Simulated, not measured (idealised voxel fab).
process module | voxel gate over fins
Cross-section cut: width 145 nm, square cells of 5 nm.
Square cells in a grid make up a cross-section in this document, and the grid is given as bands, listed from the top down, each one or more rows of cells. A band entry consists of two parts. The first gives the height of the band's top and the height of its bottom, in nm. The rest lists the band's materials from left to right, each with its width in nm. A single material labelled with the word "throughout" fills the band from edge to edge, and the word "air" marks empty space. Heights are expressed relative to 0, this being the level below which the as-received wafer comprises one material exclusively. The lowest band is unbounded in the downward direction and is denoted as in "0 nm and below". The two numbers in a width such as "30->40" mark its ends across the band: the first belongs to the top row of cells, the second to the bottom row, and from each row to the next the width moves by the same amount. "remains unaltered" -> step changed no cross-section cell. Heads up: "Completely enclosed voids" only lists the empty pockets with no open path to the top that are 8 cells or more, and it writes them as width x height at distance, distance from the left edge, in nm. Text after the settings on a step's line: the simulator's own remark on that step. "overlay nm" answers the question of how far to the right of plan the mask lay on a step that has a mask, and when it is negative the answer is to the left.
**Steps in the process plan**
1,RECEIVE with material Si
2,CONFORMAL_DEP with material SiN, thk nm 10
3,PATTERN with tone cover, mask id FINS, material resist, width nm 15, pitch nm 35, thk nm 15, overlay nm 0
4,DIRECTIONAL_ETCH with etch materials SiN, depth nm 10
5,DIRECTIONAL_ETCH with etch materials Si, depth nm 40
6,STRIP with etch materials resist
7,FILL_DEP with material SiO2, thk nm 5
8,CMP with height nm 10
9,SELECTIVE_ETCH with etch materials SiO2, depth nm 25
10,STRIP with etch materials SiN
11,CONFORMAL_DEP with material HfO2, thk nm 5
12,CONFORMAL_DEP with material TiN, thk nm 5
13,CONFORMAL_DEP with material TiAl, thk nm 5
14,CONFORMAL_DEP with material TiN, thk nm 5
15,FILL_DEP with material W, thk nm 10
16,CMP with height nm 25
17,CONFORMAL_DEP with material SiCN, thk nm 5
**Wafer, first of two, run as planned**
**Incoming wafer, cross-sectional view, post step 1**
	0 nm and below = Si throughout
	Completely enclosed voids: none
**Wafer xsec, post step 2**
	10 nm to 0 nm = SiN throughout
	Lower than 0, everything is as it was.
**Wafer xsec, post step 3**
	25 nm to 10 nm = 45 air | 15 resist | 20 air | 15 resist | 50 air
	Lower than 10, everything is as it was.
**Wafer xsec, post step 4**
	25 nm to 10 nm = 45 air | 15 resist | 20 air | 15 resist | 50 air
	10 nm to 0 nm = 45 air | 15 SiN | 20 air | 15 SiN | 50 air
	Lower than 0, everything is as it was.
**Wafer xsec, post step 5**
	25 nm to 10 nm = 45 air | 15 resist | 20 air | 15 resist | 50 air
	10 nm to 0 nm = 45 air | 15 SiN | 20 air | 15 SiN | 50 air
	0 nm to -40 nm = 45 air | 15 Si | 20 air | 15 Si | 50 air
	Lower than -40, everything is as it was.
**Wafer xsec, post step 6**
	10 nm to 0 nm = 45 air | 15 SiN | 20 air | 15 SiN | 50 air
	Lower than 0, everything is as it was.
**Wafer xsec, post step 7**
	15 nm to 10 nm = SiO2 throughout
	10 nm to 0 nm = 45 SiO2 | 15 SiN | 20 SiO2 | 15 SiN | 50 SiO2
	0 nm to -40 nm = 45 SiO2 | 15 Si | 20 SiO2 | 15 Si | 50 SiO2
	Lower than -40, everything is as it was.
**Wafer xsec, post step 8**
	10 nm to 0 nm = 45 SiO2 | 15 SiN | 20 SiO2 | 15 SiN | 50 SiO2
	Lower than 0, everything is as it was.
**Wafer xsec, post step 9**
	10 nm to 0 nm = 45 air | 15 SiN | 20 air | 15 SiN | 50 air
	0 nm to -15 nm = 45 air | 15 Si | 20 air | 15 Si | 50 air
	Lower than -15, everything is as it was.
**Wafer xsec, post step 10**
	0 nm to -15 nm = 45 air | 15 Si | 20 air | 15 Si | 50 air
	Lower than -15, everything is as it was.
**Wafer xsec, post step 11**
	5 nm to 0 nm = 40 air | 25 HfO2 | 10 air | 25 HfO2 | 45 air
	0 nm to -10 nm = 40 air | 5 HfO2 | 15 Si | 5 HfO2 | 10 air | 5 HfO2 | 15 Si | 5 HfO2 | 45 air
	-10 nm to -15 nm = 45 HfO2 | 15 Si | 20 HfO2 | 15 Si | 50 HfO2
	Lower than -15, everything is as it was.
**Wafer xsec, post step 12**
	10 nm to 5 nm = 35 air | 70 TiN | 40 air
	5 nm to 0 nm = 35 air | 5 TiN | 25 HfO2 | 10 TiN | 25 HfO2 | 5 TiN | 40 air
	0 nm to -5 nm = 35 air | 5 TiN | 5 HfO2 | 15 Si | 5 HfO2 | 10 TiN | 5 HfO2 | 15 Si | 5 HfO2 | 5 TiN | 40 air
	-5 nm to -10 nm = 40 TiN | 5 HfO2 | 15 Si | 5 HfO2 | 10 TiN | 5 HfO2 | 15 Si | 5 HfO2 | 45 TiN
	Lower than -10, everything is as it was.
**Wafer xsec, post step 13**
	15 nm to 10 nm = 30 air | 80 TiAl | 35 air
	10 nm to 5 nm = 30 air | 5 TiAl | 70 TiN | 5 TiAl | 35 air
	5 nm to 0 nm = 30 air | 5 TiAl | 5 TiN | 25 HfO2 | 10 TiN | 25 HfO2 | 5 TiN | 5 TiAl | 35 air
	0 nm to -5 nm = 35 TiAl | 5 TiN | 5 HfO2 | 15 Si | 5 HfO2 | 10 TiN | 5 HfO2 | 15 Si | 5 HfO2 | 5 TiN | 40 TiAl
	Lower than -5, everything is as it was.
**Wafer xsec, post step 14**
	20 nm to 15 nm = 25 air | 90 TiN | 30 air
	15 nm to 10 nm = 25 air | 5 TiN | 80 TiAl | 5 TiN | 30 air
	10 nm to 5 nm = 25 air | 5 TiN | 5 TiAl | 70 TiN | 5 TiAl | 5 TiN | 30 air
	5 nm to 0 nm = 30 TiN | 5 TiAl | 5 TiN | 25 HfO2 | 10 TiN | 25 HfO2 | 5 TiN | 5 TiAl | 35 TiN
	Lower than 0, everything is as it was.
**Wafer xsec, post step 15**
	30 nm to 20 nm = W throughout
	20 nm to 15 nm = 25 W | 90 TiN | 30 W
	15 nm to 10 nm = 25 W | 5 TiN | 80 TiAl | 5 TiN | 30 W
	10 nm to 5 nm = 25 W | 5 TiN | 5 TiAl | 70 TiN | 5 TiAl | 5 TiN | 30 W
	Lower than 5, everything is as it was.
**Wafer xsec, post step 16**
	25 nm to 20 nm = W throughout
	Lower than 20, everything is as it was.
**Wafer xsec, post step 17**
	30 nm to 25 nm = SiCN throughout
	Lower than 25, everything is as it was.
**What follows concerns the second wafer, which started out like the first and was meant to follow the very same plan; one mistake crept in when it was run, but everything up to and including step 2 is the same as for the first wafer**
**Second wafer, sectioned view, at step 3's planned end time**
	25 nm to 10 nm = 45 air | 20 resist | 15 air | 20 resist | 45 air
	Lower than 10, everything is as it was.
**Second wafer, sectioned view, at step 4's planned end time**
	25 nm to 10 nm = 45 air | 20 resist | 15 air | 20 resist | 45 air
	10 nm to 0 nm = 45 air | 20 SiN | 15 air | 20 SiN | 45 air
	Lower than 0, everything is as it was.
**Second wafer, sectioned view, at step 5's planned end time**
	25 nm to 10 nm = 45 air | 20 resist | 15 air | 20 resist | 45 air
	10 nm to 0 nm = 45 air | 20 SiN | 15 air | 20 SiN | 45 air
	0 nm to -40 nm = 45 air | 20 Si | 15 air | 20 Si | 45 air
	Lower than -40, everything is as it was.
**Second wafer, sectioned view, at step 6's planned end time**
	10 nm to 0 nm = 45 air | 20 SiN | 15 air | 20 SiN | 45 air
	Lower than 0, everything is as it was.
**Second wafer, sectioned view, at step 7's planned end time**
	15 nm to 10 nm = SiO2 throughout
	10 nm to 0 nm = 45 SiO2 | 20 SiN | 15 SiO2 | 20 SiN | 45 SiO2
	0 nm to -40 nm = 45 SiO2 | 20 Si | 15 SiO2 | 20 Si | 45 SiO2
	Lower than -40, everything is as it was.
**Second wafer, sectioned view, at step 8's planned end time**
	10 nm to 0 nm = 45 SiO2 | 20 SiN | 15 SiO2 | 20 SiN | 45 SiO2
	Lower than 0, everything is as it was.
**Second wafer, sectioned view, at step 9's planned end time**
	10 nm to 0 nm = 45 air | 20 SiN | 15 air | 20 SiN | 45 air
	0 nm to -15 nm = 45 air | 20 Si | 15 air | 20 Si | 45 air
	Lower than -15, everything is as it was.
**Second wafer, sectioned view, at step 10's planned end time**
	0 nm to -15 nm = 45 air | 20 Si | 15 air | 20 Si | 45 air
	Lower than -15, everything is as it was.
**Second wafer, sectioned view, at step 11's planned end time**
	5 nm to 0 nm = 40 air | 30 HfO2 | 5 air | 30 HfO2 | 40 air
	0 nm to -10 nm = 40 air | 5 HfO2 | 20 Si | 5 HfO2 | 5 air | 5 HfO2 | 20 Si | 5 HfO2 | 40 air
	-10 nm to -15 nm = 45 HfO2 | 20 Si | 15 HfO2 | 20 Si | 45 HfO2
	Lower than -15, everything is as it was.
**Second wafer, sectioned view, at step 12's planned end time**
	10 nm to 5 nm = 35 air | 75 TiN | 35 air
	5 nm to 0 nm = 35 air | 5 TiN | 30 HfO2 | 5 TiN | 30 HfO2 | 5 TiN | 35 air
	0 nm to -5 nm = 35 air | 5 TiN | 5 HfO2 | 20 Si | 5 HfO2 | 5 TiN | 5 HfO2 | 20 Si | 5 HfO2 | 5 TiN | 35 air
	-5 nm to -10 nm = 40 TiN | 5 HfO2 | 20 Si | 5 HfO2 | 5 TiN | 5 HfO2 | 20 Si | 5 HfO2 | 40 TiN
	Lower than -10, everything is as it was.
**Second wafer, sectioned view, at step 13's planned end time**
	15 nm to 10 nm = 30 air | 85 TiAl | 30 air
	10 nm to 5 nm = 30 air | 5 TiAl | 75 TiN | 5 TiAl | 30 air
	5 nm to 0 nm = 30 air | 5 TiAl | 5 TiN | 30 HfO2 | 5 TiN | 30 HfO2 | 5 TiN | 5 TiAl | 30 air
	0 nm to -5 nm = 35 TiAl | 5 TiN | 5 HfO2 | 20 Si | 5 HfO2 | 5 TiN | 5 HfO2 | 20 Si | 5 HfO2 | 5 TiN | 35 TiAl
	Lower than -5, everything is as it was.
**Second wafer, sectioned view, at step 14's planned end time**
	20 nm to 15 nm = 25 air | 95 TiN | 25 air
	15 nm to 10 nm = 25 air | 5 TiN | 85 TiAl | 5 TiN | 25 air
	10 nm to 5 nm = 25 air | 5 TiN | 5 TiAl | 75 TiN | 5 TiAl | 5 TiN | 25 air
	5 nm to 0 nm = 30 TiN | 5 TiAl | 5 TiN | 30 HfO2 | 5 TiN | 30 HfO2 | 5 TiN | 5 TiAl | 30 TiN
	Lower than 0, everything is as it was.
**Second wafer, sectioned view, at step 15's planned end time**
	30 nm to 20 nm = W throughout
	20 nm to 15 nm = 25 W | 95 TiN | 25 W
	15 nm to 10 nm = 25 W | 5 TiN | 85 TiAl | 5 TiN | 25 W
	10 nm to 5 nm = 25 W | 5 TiN | 5 TiAl | 75 TiN | 5 TiAl | 5 TiN | 25 W
	Lower than 5, everything is as it was.
**Second wafer, sectioned view, at step 16's planned end time**
	25 nm to 20 nm = W throughout
	Lower than 20, everything is as it was.
**Second wafer, sectioned view, at step 17's planned end time**
	30 nm to 25 nm = SiCN throughout
	Lower than 25, everything is as it was.
Nonconformance to the process plan: step 3 went in with a setting other than planned; the actual run was PATTERN with tone cover, mask id FINS, material resist, width nm 20, pitch nm 35, thk nm 15, overlay nm 0
Cell-count delta at end, second wafer over first, by material: 16 more of Si; 10 fewer of SiO2; 3 fewer of TiN; 3 fewer of W
